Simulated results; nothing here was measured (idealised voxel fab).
Process module heading - voxel transistor to metal
Section shown: cut. Width: 205 nm. Cell size: 5 nm, square.
Square cells in a grid make up a cross-section in this document, and the grid is given as bands, listed from the top down, each one or more rows of cells.
Per band: top height and bottom height in nm, followed by the left-to-right materials and their widths in nm; "everywhere" marks a single material spanning edge to edge, "empty" marks empty space.
Heights are reckoned from 0. Under this level, the received wafer is all of one material. The bottommost band is open-ended downward, for example "0 nm and below".
Read "30 to 40" as a graded width: first number on top, second number at the bottom, same change between each pair of neighbouring rows.
"no modifications" means the step left every cell of the cross-section as it was.
The entry "Sealed internal cavities" lists the empty spaces that cover at least 8 cells and have no open path to the top. Each is written as width x height at distance, where the distance is measured from the left edge and all three values are in nm.
Formally, on a step line, whatever follows the settings is a remark that the simulator itself makes on the step.
overlay nm: how far to the right of its planned place the mask lay on this masked step (negative: to the left).
THE PLANNED PROCESS STEPS ARE ENUMERATED HEREUNDER
- 1: RECEIVE, material Si
- 2: OXIDIZE, depth nm 5
- 3: CONFORMAL_DEP, material SiN, thk nm 10
- 4: MASKED_ETCH, tone cover, mask id ACTIVE, width nm 95, etch materials SiN, depth nm 10, overlay nm 0
- 5: MASKED_ETCH, tone cover, mask id ACTIVE, width nm 95, etch materials SiO2, depth nm 5, overlay nm 0
- 6: MASKED_ETCH, tone cover, mask id ACTIVE, width nm 95, etch materials Si, depth nm 30, overlay nm 0
- 7: OXIDIZE, depth nm 5
- 8: FILL_DEP, material SiO2, thk nm 5
- 9: CMP, height nm 10
- 10: SELECTIVE_ETCH, etch materials SiO2, depth nm 5
- 11: STRIP, etch materials SiN
- 12: SELECTIVE_ETCH, etch materials SiO2, depth nm 5
- 13: OXIDIZE, depth nm 5
- 14: DIRECTIONAL_DEP, material polySi, thk nm 20
- 15: DIRECTIONAL_DEP, material SiCN, thk nm 10
- 16: MASKED_ETCH, tone cover, mask id GATE, width nm 25, etch materials SiCN, depth nm 20, overlay nm 0
- 17: MASKED_ETCH, tone cover, mask id GATE, width nm 25, etch materials polySi, depth nm 30, overlay nm 0
- 18: CONFORMAL_DEP, material SiO2, thk nm 5
- 19: DIRECTIONAL_ETCH, etch materials SiO2, depth nm 5
- 20: CONFORMAL_DEP, material SiN, thk nm 5
- 21: DIRECTIONAL_ETCH, etch materials SiN, depth nm 5
- 22: DIRECTIONAL_ETCH, etch materials SiO2, depth nm 5
- 23: EPI, material pSi, thk nm 5
- 24: FILL_DEP, material SiO2, thk nm 10
- 25: CMP, height nm 25
- 26: DIRECTIONAL_DEP, material SiO2, thk nm 10
- 27: DIRECTIONAL_DEP, material aC, thk nm 15
- 28: PATTERN, tone open, mask id CONTACT, material resist, width nm 15, pitch nm 70, thk nm 35, overlay nm 0
- 29: DIRECTIONAL_ETCH, etch materials aC, depth nm 15
- 30: STRIP, etch materials resist
- 31: DIRECTIONAL_ETCH, etch materials SiO2, depth nm 40
- 32: STRIP, etch materials aC
- 33: CONFORMAL_DEP, material TiN, thk nm 5
- 34: FILL_DEP, material W, thk nm 10
- 35: CMP, height nm 35
- 36: CONFORMAL_DEP, material SiCN, thk nm 5
- 37: DIRECTIONAL_DEP, material lowk, thk nm 20
- 38: MASKED_ETCH, tone open, mask id METAL_1, width nm 15, pitch nm 70, etch materials lowk, depth nm 20, overlay nm 0
- 39: MASKED_ETCH, tone open, mask id METAL_1, width nm 15, pitch nm 70, etch materials SiCN, depth nm 5, overlay nm 0
- 40: CONFORMAL_DEP, material TiN, thk nm 5
- 41: FILL_DEP, material Cu, thk nm 10
- 42: CMP, height nm 60
- 43: CONFORMAL_DEP, material SiN, thk nm 5
INCOMING WAFER, CROSS-SECTIONAL VIEW, POST STEP 1
- 0 nm and below | Si everywhere
- Sealed internal cavities: none
WAFER CROSS-SECTION AT MODULE END: FIRST OF TWO, RUN TO PLAN
- 65 nm to 60 nm | SiN everywhere
- 60 nm to 40 nm | 60 of lowk, 5 of TiN, 5 of Cu, 5 of TiN, 55 of lowk, 5 of TiN, 5 of Cu, 5 of TiN, 60 of lowk
- 40 nm to 35 nm | 60 of SiCN, 15 of TiN, 55 of SiCN, 15 of TiN, 60 of SiCN
- 35 nm to 25 nm | 60 of SiO2, 5 of TiN, 5 of W, 5 of TiN, 55 of SiO2, 5 of TiN, 5 of W, 5 of TiN, 60 of SiO2
- 25 nm to 15 nm | 60 of SiO2, 5 of TiN, 5 of W, 5 of TiN, 5 of SiO2, 5 of SiN, 5 of SiO2, 25 of SiCN, 5 of SiO2, 5 of SiN, 5 of SiO2, 5 of TiN, 5 of W, 5 of TiN, 60 of SiO2
- 15 nm to 0 nm | 60 of SiO2, 5 of TiN, 5 of W, 5 of TiN, 5 of SiO2, 5 of SiN, 5 of SiO2, 25 of polySi, 5 of SiO2, 5 of SiN, 5 of SiO2, 5 of TiN, 5 of W, 5 of TiN, 60 of SiO2
- 0 nm to -5 nm | 55 of SiO2, 5 of SiN, 15 of TiN, 5 of SiO2, 5 of SiN, 5 of SiO2, 25 of polySi, 5 of SiO2, 5 of SiN, 5 of SiO2, 15 of TiN, 5 of SiN, 55 of SiO2
- -5 nm to -10 nm | 60 of SiO2, 20 of pSi, 45 of SiO2, 20 of pSi, 60 of SiO2
- -10 nm to -40 nm | 60 of SiO2, 85 of Si, 60 of SiO2
- -40 nm and below | Si everywhere
- Sealed internal cavities: none
THIS CROSS-SECTION BELONGS TO THE SECOND WAFER OF TWO AT THE END OF THE MODULE; THE START AND THE PLAN WERE SHARED WITH THE FIRST, AND THE RUN INCLUDED ONE MISTAKE
- 65 nm to 60 nm | SiN everywhere
- 60 nm to 40 nm | 60 of lowk, 5 of TiN, 5 of Cu, 5 of TiN, 55 of lowk, 5 of TiN, 5 of Cu, 5 of TiN, 60 of lowk
- 40 nm to 35 nm | 60 of SiCN, 15 of TiN, 55 of SiCN, 15 of TiN, 60 of SiCN
- 35 nm to 25 nm | 60 of SiO2, 5 of TiN, 5 of W, 5 of TiN, 55 of SiO2, 5 of TiN, 5 of W, 5 of TiN, 60 of SiO2
- 25 nm to 15 nm | 60 of SiO2, 5 of TiN, 5 of W, 5 of TiN, 5 of SiO2, 5 of SiN, 5 of SiO2, 25 of SiCN, 5 of SiO2, 5 of SiN, 5 of SiO2, 5 of TiN, 5 of W, 5 of TiN, 60 of SiO2
- 15 nm to 0 nm | 60 of SiO2, 5 of TiN, 5 of W, 5 of TiN, 5 of SiO2, 5 of SiN, 5 of SiO2, 25 of polySi, 5 of SiO2, 5 of SiN, 5 of SiO2, 5 of TiN, 5 of W, 5 of TiN, 60 of SiO2
- 0 nm to -5 nm | 55 of SiO2, 5 of SiN, 15 of TiN, 5 of SiO2, 5 of SiN, 5 of SiO2, 25 of polySi, 5 of SiO2, 5 of SiN, 5 of SiO2, 15 of TiN, 5 of SiN, 55 of SiO2
- -5 nm to -10 nm | 60 of SiO2, 20 of pSi, 45 of SiO2, 20 of pSi, 60 of SiO2
- -10 nm to -70 nm | 60 of SiO2, 85 of Si, 60 of SiO2
- -70 nm and below | Si everywhere
- Sealed internal cavities: none
Run error: it should be noted that step 6 of the plan was executed twice
Final cells, second wafer relative to first, materials higher or lower: Si: 144 fewer; SiO2: 144 more
